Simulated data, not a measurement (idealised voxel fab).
process module | voxel wiring stack
cross-section cut | 225 nm wide | cells 5 nm
A cross-section is a grid of square cells, given in bands from the top down. A band is one or more rows of cells.
Each band's line starts with the height of the band's top and of its bottom, in nm. Then come its materials from left to right, each with its width in nm. One material with "throughout" fills the band from edge to edge. "air" is empty space.
Height 0 is the level under which the wafer as received is all one material. The lowest band goes on downwards, as in "0 down".
A width such as "30 to 40" changes by the same amount from each row of cells to the next, from the band's top row to its bottom row.
"no change" after a step means that no cell of the cross-section changed.
closed voids: empty space of 8 cells or more with no open way to the top, each as width x height at its distance from the left edge, in nm
after a step's settings: what the simulator itself notes on the step
overlay nm, on a step with a mask: how far to the right of its planned place the mask lay; to the left if negative
plan
1 op RECEIVE | material Si
2 op CONFORMAL_DEP | material SiO2 | thk nm 10
3 op CONFORMAL_DEP | material SiN | thk nm 5
4 op DIRECTIONAL_DEP | material lowk | thk nm 15
5 op MASKED_ETCH | tone open | mask id METAL_1 | width nm 20 | pitch nm 35 | etch materials lowk | depth nm 15 | overlay nm 0
6 op MASKED_ETCH | tone open | mask id METAL_1 | width nm 20 | pitch nm 35 | etch materials SiN | depth nm 5 | overlay nm 0
7 op CONFORMAL_DEP | material TiN | thk nm 5
8 op FILL_DEP | material Ru | thk nm 5
9 op CMP | height nm 30
10 op CONFORMAL_DEP | material SiCN | thk nm 5
11 op DIRECTIONAL_DEP | material SiO2 | thk nm 20
12 op MASKED_ETCH | tone open | mask id PLUG_1 | width nm 15 | pitch nm 35 | etch materials SiO2 | depth nm 20 | overlay nm 0
13 op MASKED_ETCH | tone open | mask id PLUG_1 | width nm 15 | pitch nm 35 | etch materials SiCN | depth nm 5 | overlay nm 0
14 op CONFORMAL_DEP | material TiN | thk nm 5
15 op FILL_DEP | material Ru | thk nm 10
16 op CMP | height nm 55
17 op CONFORMAL_DEP | material SiCN | thk nm 5
18 op DIRECTIONAL_DEP | material lowk | thk nm 20
19 op PATTERN | tone open | mask id METAL_2 | material resist | width nm 20 | pitch nm 35 | thk nm 20 | overlay nm 0
20 op DIRECTIONAL_ETCH | etch materials lowk | depth nm 20
21 op DIRECTIONAL_ETCH | etch materials SiCN | depth nm 5
22 op STRIP | etch materials resist
23 op CONFORMAL_DEP | material TiN | thk nm 5
24 op FILL_DEP | material W | thk nm 5
25 op CMP | height nm 80
26 op CONFORMAL_DEP | material SiCN | thk nm 5
27 op DIRECTIONAL_DEP | material SiO2 | thk nm 15
28 op PATTERN | tone open | mask id PLUG_2 | material resist | width nm 15 | pitch nm 35 | thk nm 20 | overlay nm 0
29 op DIRECTIONAL_ETCH | etch materials SiO2 | depth nm 15
30 op DIRECTIONAL_ETCH | etch materials SiCN | depth nm 5
31 op STRIP | etch materials resist
32 op EPI | material Ru | thk nm 10
33 op EPI | material Ru | thk nm 10
34 op DIRECTIONAL_DEP | material TiN | thk nm 5
35 op DIRECTIONAL_DEP | material Ru | thk nm 25
36 op MASKED_ETCH | tone cover | mask id METAL_3 | width nm 20 | pitch nm 35 | etch materials Ru | depth nm 25 | overlay nm 0
37 op MASKED_ETCH | tone cover | mask id METAL_3 | width nm 20 | pitch nm 35 | etch materials TiN | depth nm 5 | overlay nm 0
38 op CONFORMAL_DEP | material SiCN | thk nm 5
39 op FILL_DEP | material lowk | thk nm 5
40 op CMP | height nm 130
41 op CONFORMAL_DEP | material SiCN | thk nm 5
first wafer, as planned
as received, after step 1
  0 down: Si throughout
  closed voids: none
after step 2
  10 to 0: SiO2 throughout
  below 0: unchanged
after step 3
  15 to 10: SiN throughout
  below 10: unchanged
after step 4
  30 to 15: lowk throughout
  below 15: unchanged
after step 5
  30 to 15: lowk 65 | air 20 | lowk 15 | air 20 | lowk 15 | air 20 | lowk 70
  below 15: unchanged
after step 6
  30 to 15: lowk 65 | air 20 | lowk 15 | air 20 | lowk 15 | air 20 | lowk 70
  15 to 10: SiN 65 | air 20 | SiN 15 | air 20 | SiN 15 | air 20 | SiN 70
  below 10: unchanged
after step 7
  35 to 30: TiN 70 | air 10 | TiN 25 | air 10 | TiN 25 | air 10 | TiN 75
  30 to 15: lowk 65 | TiN 5 | air 10 | TiN 5 | lowk 15 | TiN 5 | air 10 | TiN 5 | lowk 15 | TiN 5 | air 10 | TiN 5 | lowk 70
  15 to 10: SiN 65 | TiN 20 | SiN 15 | TiN 20 | SiN 15 | TiN 20 | SiN 70
  below 10: unchanged
after step 8
  40 to 35: Ru throughout
  35 to 30: TiN 70 | Ru 10 | TiN 25 | Ru 10 | TiN 25 | Ru 10 | TiN 75
  30 to 15: lowk 65 | TiN 5 | Ru 10 | TiN 5 | lowk 15 | TiN 5 | Ru 10 | TiN 5 | lowk 15 | TiN 5 | Ru 10 | TiN 5 | lowk 70
  below 15: unchanged
after step 9
  30 to 15: lowk 65 | TiN 5 | Ru 10 | TiN 5 | lowk 15 | TiN 5 | Ru 10 | TiN 5 | lowk 15 | TiN 5 | Ru 10 | TiN 5 | lowk 70
  below 15: unchanged
after step 10
  35 to 30: SiCN throughout
  below 30: unchanged
after step 11
  55 to 35: SiO2 throughout
  below 35: unchanged
after step 12
  55 to 35: SiO2 65 | air 15 | SiO2 20 | air 15 | SiO2 20 | air 15 | SiO2 75
  below 35: unchanged
after step 13
  55 to 35: SiO2 65 | air 15 | SiO2 20 | air 15 | SiO2 20 | air 15 | SiO2 75
  35 to 30: SiCN 65 | air 15 | SiCN 20 | air 15 | SiCN 20 | air 15 | SiCN 75
  below 30: unchanged
after step 14
  60 to 55: TiN 70 | air 5 | TiN 30 | air 5 | TiN 30 | air 5 | TiN 80
  55 to 35: SiO2 65 | TiN 5 | air 5 | TiN 5 | SiO2 20 | TiN 5 | air 5 | TiN 5 | SiO2 20 | TiN 5 | air 5 | TiN 5 | SiO2 75
  35 to 30: SiCN 65 | TiN 15 | SiCN 20 | TiN 15 | SiCN 20 | TiN 15 | SiCN 75
  below 30: unchanged
after step 15
  70 to 60: Ru throughout
  60 to 55: TiN 70 | Ru 5 | TiN 30 | Ru 5 | TiN 30 | Ru 5 | TiN 80
  55 to 35: SiO2 65 | TiN 5 | Ru 5 | TiN 5 | SiO2 20 | TiN 5 | Ru 5 | TiN 5 | SiO2 20 | TiN 5 | Ru 5 | TiN 5 | SiO2 75
  below 35: unchanged
after step 16
  55 to 35: SiO2 65 | TiN 5 | Ru 5 | TiN 5 | SiO2 20 | TiN 5 | Ru 5 | TiN 5 | SiO2 20 | TiN 5 | Ru 5 | TiN 5 | SiO2 75
  below 35: unchanged
after step 17
  60 to 55: SiCN throughout
  below 55: unchanged
after step 18
  80 to 60: lowk throughout
  below 60: unchanged
after step 19
  100 to 80: resist 65 | air 20 | resist 15 | air 20 | resist 15 | air 20 | resist 70
  below 80: unchanged
after step 20
  100 to 80: resist 65 | air 20 | resist 15 | air 20 | resist 15 | air 20 | resist 70
  80 to 60: lowk 65 | air 20 | lowk 15 | air 20 | lowk 15 | air 20 | lowk 70
  below 60: unchanged
after step 21
  100 to 80: resist 65 | air 20 | resist 15 | air 20 | resist 15 | air 20 | resist 70
  80 to 60: lowk 65 | air 20 | lowk 15 | air 20 | lowk 15 | air 20 | lowk 70
  60 to 55: SiCN 65 | air 20 | SiCN 15 | air 20 | SiCN 15 | air 20 | SiCN 70
  below 55: unchanged
after step 22
  80 to 60: lowk 65 | air 20 | lowk 15 | air 20 | lowk 15 | air 20 | lowk 70
  below 60: unchanged
after step 23
  85 to 80: TiN 70 | air 10 | TiN 25 | air 10 | TiN 25 | air 10 | TiN 75
  80 to 60: lowk 65 | TiN 5 | air 10 | TiN 5 | lowk 15 | TiN 5 | air 10 | TiN 5 | lowk 15 | TiN 5 | air 10 | TiN 5 | lowk 70
  60 to 55: SiCN 65 | TiN 20 | SiCN 15 | TiN 20 | SiCN 15 | TiN 20 | SiCN 70
  below 55: unchanged
after step 24
  90 to 85: W throughout
  85 to 80: TiN 70 | W 10 | TiN 25 | W 10 | TiN 25 | W 10 | TiN 75
  80 to 60: lowk 65 | TiN 5 | W 10 | TiN 5 | lowk 15 | TiN 5 | W 10 | TiN 5 | lowk 15 | TiN 5 | W 10 | TiN 5 | lowk 70
  below 60: unchanged
after step 25
  80 to 60: lowk 65 | TiN 5 | W 10 | TiN 5 | lowk 15 | TiN 5 | W 10 | TiN 5 | lowk 15 | TiN 5 | W 10 | TiN 5 | lowk 70
  below 60: unchanged
after step 26
  85 to 80: SiCN throughout
  below 80: unchanged
after step 27
  100 to 85: SiO2 throughout
  below 85: unchanged
after step 28
  120 to 100: resist 65 | air 15 | resist 20 | air 15 | resist 20 | air 15 | resist 75
  below 100: unchanged
after step 29
  120 to 100: resist 65 | air 15 | resist 20 | air 15 | resist 20 | air 15 | resist 75
  100 to 85: SiO2 65 | air 15 | SiO2 20 | air 15 | SiO2 20 | air 15 | SiO2 75
  below 85: unchanged
after step 30
  120 to 100: resist 65 | air 15 | resist 20 | air 15 | resist 20 | air 15 | resist 75
  100 to 85: SiO2 65 | air 15 | SiO2 20 | air 15 | SiO2 20 | air 15 | SiO2 75
  85 to 80: SiCN 65 | air 15 | SiCN 20 | air 15 | SiCN 20 | air 15 | SiCN 75
  below 80: unchanged
after step 31
  100 to 85: SiO2 65 | air 15 | SiO2 20 | air 15 | SiO2 20 | air 15 | SiO2 75
  below 85: unchanged
after step 32
  100 to 90: SiO2 65 | air 15 | SiO2 20 | air 15 | SiO2 20 | air 15 | SiO2 75
  90 to 85: SiO2 65 | Ru 15 | SiO2 20 | Ru 15 | SiO2 20 | Ru 15 | SiO2 75
  85 to 80: SiCN 65 | Ru 15 | SiCN 20 | Ru 15 | SiCN 20 | Ru 15 | SiCN 75
  below 80: unchanged
after step 33
  100 to 85: SiO2 65 | Ru 15 | SiO2 20 | Ru 15 | SiO2 20 | Ru 15 | SiO2 75
  below 85: unchanged
after step 34
  105 to 100: TiN throughout
  below 100: unchanged
after step 35
  130 to 105: Ru throughout
  below 105: unchanged
after step 36
  130 to 105: air 65 | Ru 20 | air 15 | Ru 20 | air 15 | Ru 20 | air 70
  below 105: unchanged
after step 37
  130 to 105: air 65 | Ru 20 | air 15 | Ru 20 | air 15 | Ru 20 | air 70
  105 to 100: air 65 | TiN 20 | air 15 | TiN 20 | air 15 | TiN 20 | air 70
  below 100: unchanged
after step 38
  135 to 130: air 60 | SiCN 30 | air 5 | SiCN 30 | air 5 | SiCN 30 | air 65
  130 to 105: air 60 | SiCN 5 | Ru 20 | SiCN 5 | air 5 | SiCN 5 | Ru 20 | SiCN 5 | air 5 | SiCN 5 | Ru 20 | SiCN 5 | air 65
  105 to 100: SiCN 65 | TiN 20 | SiCN 15 | TiN 20 | SiCN 15 | TiN 20 | SiCN 70
  below 100: unchanged
after step 39
  140 to 135: lowk throughout
  135 to 130: lowk 60 | SiCN 30 | lowk 5 | SiCN 30 | lowk 5 | SiCN 30 | lowk 65
  130 to 105: lowk 60 | SiCN 5 | Ru 20 | SiCN 5 | lowk 5 | SiCN 5 | Ru 20 | SiCN 5 | lowk 5 | SiCN 5 | Ru 20 | SiCN 5 | lowk 65
  below 105: unchanged
after step 40
  130 to 105: lowk 60 | SiCN 5 | Ru 20 | SiCN 5 | lowk 5 | SiCN 5 | Ru 20 | SiCN 5 | lowk 5 | SiCN 5 | Ru 20 | SiCN 5 | lowk 65
  below 105: unchanged
after step 41
  135 to 130: SiCN throughout
  below 130: unchanged
second wafer: like start, like plan, one mistake. Through step 4 it matches the first wafer
when step 5 should have ended
  30 to 15: lowk 70 | air 15 | lowk 20 | air 15 | lowk 20 | air 15 | lowk 70
  below 15: unchanged
when step 6 should have ended
  30 to 15: lowk 70 | air 15 | lowk 20 | air 15 | lowk 20 | air 15 | lowk 70
  15 to 10: SiN 70 | air 15 | SiN 20 | air 15 | SiN 20 | air 15 | SiN 70
  below 10: unchanged
when step 7 should have ended
  35 to 30: TiN 75 | air 5 | TiN 30 | air 5 | TiN 30 | air 5 | TiN 75
  30 to 15: lowk 70 | TiN 5 | air 5 | TiN 5 | lowk 20 | TiN 5 | air 5 | TiN 5 | lowk 20 | TiN 5 | air 5 | TiN 5 | lowk 70
  15 to 10: SiN 70 | TiN 15 | SiN 20 | TiN 15 | SiN 20 | TiN 15 | SiN 70
  below 10: unchanged
when step 8 should have ended
  40 to 35: Ru throughout
  35 to 30: TiN 75 | Ru 5 | TiN 30 | Ru 5 | TiN 30 | Ru 5 | TiN 75
  30 to 15: lowk 70 | TiN 5 | Ru 5 | TiN 5 | lowk 20 | TiN 5 | Ru 5 | TiN 5 | lowk 20 | TiN 5 | Ru 5 | TiN 5 | lowk 70
  below 15: unchanged
when step 9 should have ended
  30 to 15: lowk 70 | TiN 5 | Ru 5 | TiN 5 | lowk 20 | TiN 5 | Ru 5 | TiN 5 | lowk 20 | TiN 5 | Ru 5 | TiN 5 | lowk 70
  below 15: unchanged
when step 10 should have ended
  35 to 30: SiCN throughout
  below 30: unchanged
when step 11 should have ended
  55 to 35: SiO2 throughout
  below 35: unchanged
when step 12 should have ended
  55 to 35: SiO2 65 | air 15 | SiO2 20 | air 15 | SiO2 20 | air 15 | SiO2 75
  below 35: unchanged
when step 13 should have ended
  55 to 35: SiO2 65 | air 15 | SiO2 20 | air 15 | SiO2 20 | air 15 | SiO2 75
  35 to 30: SiCN 65 | air 15 | SiCN 20 | air 15 | SiCN 20 | air 15 | SiCN 75
  below 30: unchanged
when step 14 should have ended
  60 to 55: TiN 70 | air 5 | TiN 30 | air 5 | TiN 30 | air 5 | TiN 80
  55 to 35: SiO2 65 | TiN 5 | air 5 | TiN 5 | SiO2 20 | TiN 5 | air 5 | TiN 5 | SiO2 20 | TiN 5 | air 5 | TiN 5 | SiO2 75
  35 to 30: SiCN 65 | TiN 15 | SiCN 20 | TiN 15 | SiCN 20 | TiN 15 | SiCN 75
  below 30: unchanged
when step 15 should have ended
  70 to 60: Ru throughout
  60 to 55: TiN 70 | Ru 5 | TiN 30 | Ru 5 | TiN 30 | Ru 5 | TiN 80
  55 to 35: SiO2 65 | TiN 5 | Ru 5 | TiN 5 | SiO2 20 | TiN 5 | Ru 5 | TiN 5 | SiO2 20 | TiN 5 | Ru 5 | TiN 5 | SiO2 75
  below 35: unchanged
when step 16 should have ended
  55 to 35: SiO2 65 | TiN 5 | Ru 5 | TiN 5 | SiO2 20 | TiN 5 | Ru 5 | TiN 5 | SiO2 20 | TiN 5 | Ru 5 | TiN 5 | SiO2 75
  below 35: unchanged
when step 17 should have ended
  60 to 55: SiCN throughout
  below 55: unchanged
when step 18 should have ended
  80 to 60: lowk throughout
  below 60: unchanged
when step 19 should have ended
  100 to 80: resist 65 | air 20 | resist 15 | air 20 | resist 15 | air 20 | resist 70
  below 80: unchanged
when step 20 should have ended
  100 to 80: resist 65 | air 20 | resist 15 | air 20 | resist 15 | air 20 | resist 70
  80 to 60: lowk 65 | air 20 | lowk 15 | air 20 | lowk 15 | air 20 | lowk 70
  below 60: unchanged
when step 21 should have ended
  100 to 80: resist 65 | air 20 | resist 15 | air 20 | resist 15 | air 20 | resist 70
  80 to 60: lowk 65 | air 20 | lowk 15 | air 20 | lowk 15 | air 20 | lowk 70
  60 to 55: SiCN 65 | air 20 | SiCN 15 | air 20 | SiCN 15 | air 20 | SiCN 70
  below 55: unchanged
when step 22 should have ended
  80 to 60: lowk 65 | air 20 | lowk 15 | air 20 | lowk 15 | air 20 | lowk 70
  below 60: unchanged
when step 23 should have ended
  85 to 80: TiN 70 | air 10 | TiN 25 | air 10 | TiN 25 | air 10 | TiN 75
  80 to 60: lowk 65 | TiN 5 | air 10 | TiN 5 | lowk 15 | TiN 5 | air 10 | TiN 5 | lowk 15 | TiN 5 | air 10 | TiN 5 | lowk 70
  60 to 55: SiCN 65 | TiN 20 | SiCN 15 | TiN 20 | SiCN 15 | TiN 20 | SiCN 70
  below 55: unchanged
when step 24 should have ended
  90 to 85: W throughout
  85 to 80: TiN 70 | W 10 | TiN 25 | W 10 | TiN 25 | W 10 | TiN 75
  80 to 60: lowk 65 | TiN 5 | W 10 | TiN 5 | lowk 15 | TiN 5 | W 10 | TiN 5 | lowk 15 | TiN 5 | W 10 | TiN 5 | lowk 70
  below 60: unchanged
when step 25 should have ended
  80 to 60: lowk 65 | TiN 5 | W 10 | TiN 5 | lowk 15 | TiN 5 | W 10 | TiN 5 | lowk 15 | TiN 5 | W 10 | TiN 5 | lowk 70
  below 60: unchanged
when step 26 should have ended
  85 to 80: SiCN throughout
  below 80: unchanged
when step 27 should have ended
  100 to 85: SiO2 throughout
  below 85: unchanged
when step 28 should have ended
  120 to 100: resist 65 | air 15 | resist 20 | air 15 | resist 20 | air 15 | resist 75
  below 100: unchanged
when step 29 should have ended
  120 to 100: resist 65 | air 15 | resist 20 | air 15 | resist 20 | air 15 | resist 75
  100 to 85: SiO2 65 | air 15 | SiO2 20 | air 15 | SiO2 20 | air 15 | SiO2 75
  below 85: unchanged
when step 30 should have ended
  120 to 100: resist 65 | air 15 | resist 20 | air 15 | resist 20 | air 15 | resist 75
  100 to 85: SiO2 65 | air 15 | SiO2 20 | air 15 | SiO2 20 | air 15 | SiO2 75
  85 to 80: SiCN 65 | air 15 | SiCN 20 | air 15 | SiCN 20 | air 15 | SiCN 75
  below 80: unchanged
when step 31 should have ended
  100 to 85: SiO2 65 | air 15 | SiO2 20 | air 15 | SiO2 20 | air 15 | SiO2 75
  below 85: unchanged
when step 32 should have ended
  100 to 90: SiO2 65 | air 15 | SiO2 20 | air 15 | SiO2 20 | air 15 | SiO2 75
  90 to 85: SiO2 65 | Ru 15 | SiO2 20 | Ru 15 | SiO2 20 | Ru 15 | SiO2 75
  85 to 80: SiCN 65 | Ru 15 | SiCN 20 | Ru 15 | SiCN 20 | Ru 15 | SiCN 75
  below 80: unchanged
when step 33 should have ended
  100 to 85: SiO2 65 | Ru 15 | SiO2 20 | Ru 15 | SiO2 20 | Ru 15 | SiO2 75
  below 85: unchanged
when step 34 should have ended
  105 to 100: TiN throughout
  below 100: unchanged
when step 35 should have ended
  130 to 105: Ru throughout
  below 105: unchanged
when step 36 should have ended
  130 to 105: air 65 | Ru 20 | air 15 | Ru 20 | air 15 | Ru 20 | air 70
  below 105: unchanged
when step 37 should have ended
  130 to 105: air 65 | Ru 20 | air 15 | Ru 20 | air 15 | Ru 20 | air 70
  105 to 100: air 65 | TiN 20 | air 15 | TiN 20 | air 15 | TiN 20 | air 70
  below 100: unchanged
when step 38 should have ended
  135 to 130: air 60 | SiCN 30 | air 5 | SiCN 30 | air 5 | SiCN 30 | air 65
  130 to 105: air 60 | SiCN 5 | Ru 20 | SiCN 5 | air 5 | SiCN 5 | Ru 20 | SiCN 5 | air 5 | SiCN 5 | Ru 20 | SiCN 5 | air 65
  105 to 100: SiCN 65 | TiN 20 | SiCN 15 | TiN 20 | SiCN 15 | TiN 20 | SiCN 70
  below 100: unchanged
when step 39 should have ended
  140 to 135: lowk throughout
  135 to 130: lowk 60 | SiCN 30 | lowk 5 | SiCN 30 | lowk 5 | SiCN 30 | lowk 65
  130 to 105: lowk 60 | SiCN 5 | Ru 20 | SiCN 5 | lowk 5 | SiCN 5 | Ru 20 | SiCN 5 | lowk 5 | SiCN 5 | Ru 20 | SiCN 5 | lowk 65
  below 105: unchanged
when step 40 should have ended
  130 to 105: lowk 60 | SiCN 5 | Ru 20 | SiCN 5 | lowk 5 | SiCN 5 | Ru 20 | SiCN 5 | lowk 5 | SiCN 5 | Ru 20 | SiCN 5 | lowk 65
  below 105: unchanged
when step 41 should have ended
  135 to 130: SiCN throughout
  below 130: unchanged
what went wrong: step 5 ran as: op MASKED_ETCH | tone open | mask id METAL_1 | width nm 15 | pitch nm 35 | etch materials lowk | depth nm 15 | overlay nm 0
at the end the second wafer has, in cells: 9 fewer of Ru | 3 more of SiN | 3 fewer of TiN | 9 more of lowk
